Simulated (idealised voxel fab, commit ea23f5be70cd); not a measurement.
The following process module bears the name voxel double patterning.
Square cells of 5 nm make up the cross-section cut, whose width is 170 nm.
Each cross-section below is a grid of square cells, stated as bands in top-down order, with one or more rows of cells making up each band.
For a band, the entry starts with two heights in nm, that of the top and then that of the bottom, and carries on with the band's materials in order from left to right, each alongside its width in nm; the word "everywhere" beside a single material means it fills the band edge to edge, and "blank" means empty space.
Height datum 0, below which the as-received substrate wafer is one material. Lowest band open at the bottom, running downward: "0 down".
It should be noted that a width expressed as "30..40" varies in equal increments from row to row of cells within the band, taking the value of the first number at the top row and that of the second number at the bottom row.
The cross-section has no changed cell in any step marked "no alteration".
You'll see "Enclosed internal cavities" listing empty spaces that have no way open to the top, as long as they're 8 cells or more; the notation is width x height at distance, where the distance is from the left edge, and all of it is in nm.
Where a step's line continues beyond its settings, the continuation is a remark by the simulator itself on that step.
Each step line may optionally specify "overlay nm", which for a step with a mask gives the rightward distance between the mask's planned place and where it lay, a negative value indicating the leftward direction.

### Planned step list for the process
| 1 | op RECEIVE | material Si |
| 2 | op CONFORMAL_DEP | material SiN | thk nm 10 |
| 3 | op DIRECTIONAL_DEP | material SiO2 | thk nm 15 |
| 4 | op DIRECTIONAL_DEP | material SiCN | thk nm 5 |
| 5 | op PATTERN | tone open | mask id FIRST | material resist | width nm 15 | pitch nm 50 | thk nm 15 | overlay nm 0 |
| 6 | op DIRECTIONAL_ETCH | etch materials SiCN | depth nm 5 |
| 7 | op STRIP | etch materials resist |
| 8 | op DIRECTIONAL_DEP | material aC | thk nm 10 |
| 9 | op PATTERN | tone open | mask id SECOND | material resist | width nm 15 | thk nm 30 | overlay nm 0 |
| 10 | op DIRECTIONAL_ETCH | etch materials aC | depth nm 10 |
| 11 | op STRIP | etch materials resist |
| 12 | op DIRECTIONAL_ETCH | etch materials SiCN | depth nm 5 |
| 13 | op STRIP | etch materials aC |
| 14 | op DIRECTIONAL_ETCH | etch materials SiO2 | depth nm 15 |
| 15 | op STRIP | etch materials SiCN |

### Wafer cross-section on receipt, i.e. after step 1
* 0 down  Si everywhere
* Enclosed internal cavities: none

### First wafer of two, sectioned at end of module; run went per plan
* 25 to 10  50 SiO2, 15 blank, 10 SiO2, 15 blank, 10 SiO2, 15 blank, 55 SiO2
* 10 to 0  SiN everywhere
* 0 down  Si everywhere
* Enclosed internal cavities: none

### Same start, same plan as the first wafer - but one mistake in the run. Cross-section of the second of the two at the end of the module
* 15 to 0  50 SiO2, 15 blank, 10 SiO2, 15 blank, 10 SiO2, 15 blank, 55 SiO2
* 0 down  Si everywhere
* Enclosed internal cavities: none
The plan and the run diverged here: heads up, step 2 of the plan was skipped and never actually ran
Bottom line after processing is that, in cells, the second wafer is up or down on some materials versus the first: -68 SiN
